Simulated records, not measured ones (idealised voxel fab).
process module | voxel ribs on slabs
cross-section cut | 140 nm wide | cells 5 nm
A cross-section is a grid of square cells, given in bands from the top down. A band is one or more rows of cells.
Each band's line starts with the height of the band's top and of its bottom, in nm. Then come its materials from left to right, each with its width in nm. One material with "throughout" fills the band from edge to edge. "air" is empty space.
Height 0 is the level under which the wafer as received is all one material. The lowest band goes on downwards, as in "0 down".
A width such as "30 to 40" changes by the same amount from each row of cells to the next, from the band's top row to its bottom row.
"no change" after a step means that no cell of the cross-section changed.
closed voids: empty space of 8 cells or more with no open way to the top, each as width x height at its distance from the left edge, in nm
after a step's settings: what the simulator itself notes on the step
overlay nm, on a step with a mask: how far to the right of its planned place the mask lay; to the left if negative
plan
1 op RECEIVE | material Si
2 op DIRECTIONAL_DEP | material SiO2 | thk nm 20
3 op DIRECTIONAL_DEP | material polySi | thk nm 15
4 op MASKED_ETCH | tone cover | mask id RIB | width nm 15 | etch materials polySi | depth nm 10 | overlay nm 0
5 op MASKED_ETCH | tone cover | mask id SLAB | width nm 45 | etch materials polySi | depth nm 5 | overlay nm 0
6 op FILL_DEP | material SiO2 | thk nm 20
7 op CMP | height nm 50
8 op DIRECTIONAL_DEP | material W | thk nm 5
9 op DIRECTIONAL_DEP | material aC | thk nm 10
10 op PATTERN | tone cover | mask id HEATER | material resist | width nm 25 | thk nm 30 | overlay nm 0
11 op DIRECTIONAL_ETCH | etch materials aC | depth nm 10
12 op STRIP | etch materials resist
13 op DIRECTIONAL_ETCH | etch materials W | depth nm 5
14 op STRIP | etch materials aC
15 op CONFORMAL_DEP | material SiN | thk nm 5
varied across the wafers: width nm of step 4. The plan shows the first wafer's value. All wafers start alike
first wafer as received, after step 1
  0 down: Si throughout
  closed voids: none
first wafer at the end, after step 15
  60 to 55: air 50 | SiN 35 | air 55
  55 to 50: SiN 55 | W 25 | SiN 60
  50 to 35: SiO2 throughout
  35 to 25: SiO2 60 | polySi 15 | SiO2 65
  25 to 20: SiO2 45 | polySi 45 | SiO2 50
  20 to 0: SiO2 throughout
  0 down: Si throughout
  closed voids: none
last wafer at the end
  60 to 55: air 50 | SiN 35 | air 55
  55 to 50: SiN 55 | W 25 | SiN 60
  50 to 35: SiO2 throughout
  35 to 25: SiO2 55 | polySi 30 | SiO2 55
  25 to 20: SiO2 45 | polySi 45 | SiO2 50
  20 to 0: SiO2 throughout
  0 down: Si throughout
  closed voids: none
each wafer at the end: cells of each material gained (+) or lost (-) since it was received, then its closed voids
width nm 15 | +30 SiN | +265 SiO2 | +5 W | +15 polySi | closed voids: none
width nm 20 | +30 SiN | +263 SiO2 | +5 W | +17 polySi | closed voids: none
width nm 25 | +30 SiN | +261 SiO2 | +5 W | +19 polySi | closed voids: none
width nm 30 | +30 SiN | +259 SiO2 | +5 W | +21 polySi | closed voids: none
